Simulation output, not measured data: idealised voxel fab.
process module | voxel capacitor over wiring
The figure presents cross-section cut, which has a width of 180 nm and is divided into square cells with an edge length of 5 nm.
A cross-section is a grid of square cells, given in bands from the top down. A band is one or more rows of cells.
Band entry format. Leading values: height of top, height of bottom, nm. Remainder: materials in left-to-right order, each with its width in nm. Special words: "throughout" on a single material, which then fills the band edge to edge; "blank", empty space.
Heights are expressed relative to 0, this being the level below which the as-received wafer comprises one material exclusively. The lowest band is unbounded in the downward direction and is denoted as in "0..down".
With a width like "30->40", each row of cells in the band differs from the next by the same amount, the top row carrying the first number and the bottom row the second.
"no alterations made" (step): cross-section cells unchanged, all of them.
Under "Closed voids list" you'll find the enclosed gaps, the ones with no way out to the top, that are 8 cells or bigger; each reads width x height at distance, with distance counted from the left edge, everything in nm.
Past the settings on a step's line: simulator remark, on that step.
overlay nm: on a step with a mask, how far right of its planned place the mask lay; negative means left.

## Process steps - plan
1) RECEIVE,material Si
2) CONFORMAL_DEP,material SiO2,thk nm 15
3) CONFORMAL_DEP,material SiN,thk nm 5
4) DIRECTIONAL_DEP,material lowk,thk nm 20
5) DIRECTIONAL_DEP,material aC,thk nm 10
6) PATTERN,tone open,mask id METAL_1,material resist,width nm 25,pitch nm 75,thk nm 30,overlay nm 0
7) DIRECTIONAL_ETCH,etch materials aC,depth nm 10
8) STRIP,etch materials resist
9) DIRECTIONAL_ETCH,etch materials lowk,depth nm 20
10) DIRECTIONAL_ETCH,etch materials SiN,depth nm 5
11) STRIP,etch materials aC
12) CONFORMAL_DEP,material TiN,thk nm 5
13) FILL_DEP,material W,thk nm 10
14) CMP,height nm 40
15) CONFORMAL_DEP,material SiCN,thk nm 5
16) DIRECTIONAL_DEP,material lowk,thk nm 15
17) DIRECTIONAL_DEP,material aC,thk nm 15
18) PATTERN,tone open,mask id PLUG_1,material resist,width nm 15,thk nm 35,overlay nm 0
19) DIRECTIONAL_ETCH,etch materials aC,depth nm 15
20) STRIP,etch materials resist
21) DIRECTIONAL_ETCH,etch materials lowk,depth nm 15
22) DIRECTIONAL_ETCH,etch materials SiCN,depth nm 5
23) STRIP,etch materials aC
24) CONFORMAL_DEP,material TiN,thk nm 5
25) FILL_DEP,material Ru,thk nm 5
26) CMP,height nm 60
27) DIRECTIONAL_DEP,material TiN,thk nm 10
28) DIRECTIONAL_DEP,material Al2O3,thk nm 5
29) DIRECTIONAL_DEP,material TiN,thk nm 5
30) PATTERN,tone cover,mask id UPPER_PLATE,material resist,width nm 55,thk nm 20,overlay nm 0
31) DIRECTIONAL_ETCH,etch materials TiN,depth nm 5
32) DIRECTIONAL_ETCH,etch materials Al2O3,depth nm 5
33) STRIP,etch materials resist
34) PATTERN,tone cover,mask id LOWER_PLATE,material resist,width nm 65,thk nm 20,overlay nm 0
35) DIRECTIONAL_ETCH,etch materials TiN,depth nm 10
36) STRIP,etch materials resist
37) FILL_DEP,material SiO2,thk nm 20
38) CMP,height nm 95
39) DIRECTIONAL_DEP,material aC,thk nm 15
40) PATTERN,tone open,mask id PLUG_2,material resist,width nm 15,thk nm 30,overlay nm 0
41) DIRECTIONAL_ETCH,etch materials aC,depth nm 15
42) STRIP,etch materials resist
43) DIRECTIONAL_ETCH,etch materials SiO2,depth nm 15
44) STRIP,etch materials aC
45) CONFORMAL_DEP,material TiN,thk nm 5
46) FILL_DEP,material Cu,thk nm 10
47) CMP,height nm 95
48) CONFORMAL_DEP,material SiN,thk nm 5

## Here's what the wafer looked like in cross-section when it arrived - that's after step 1
	0..down: Si throughout
	Closed voids list: none

## Here's the wafer cut in cross-section after the module, started and planned just like above, except one thing was done wrong in the run
	100..95: SiN throughout
	95..85: 60 SiO2; 5 TiN; 5 SiO2; 5 TiN; 105 SiO2
	85..75: 60->50 SiO2; 15->55 TiN; 105->75 SiO2
	75..70: 50 SiO2; 55 Al2O3; 75 SiO2
	70..60: 45 SiO2; 65 TiN; 70 SiO2
	60..45: 50 lowk; 5 TiN; 5 Ru; 5 TiN; 115 lowk
	45..40: 50 SiCN; 15 TiN; 115 SiCN
	40..20: 40 lowk; 5 TiN; 15 W; 5 TiN; 50 lowk; 5 TiN; 15 W; 5 TiN; 40 lowk
	20..15: 40 SiN; 25 TiN; 50 SiN; 25 TiN; 40 SiN
	15..0: SiO2 throughout
	0..down: Si throughout
	Closed voids list: none
Want to know what went wrong? step 46 ran with different settings than intended, the actual operation and settings being FILL_DEP,material SiO2,thk nm 10
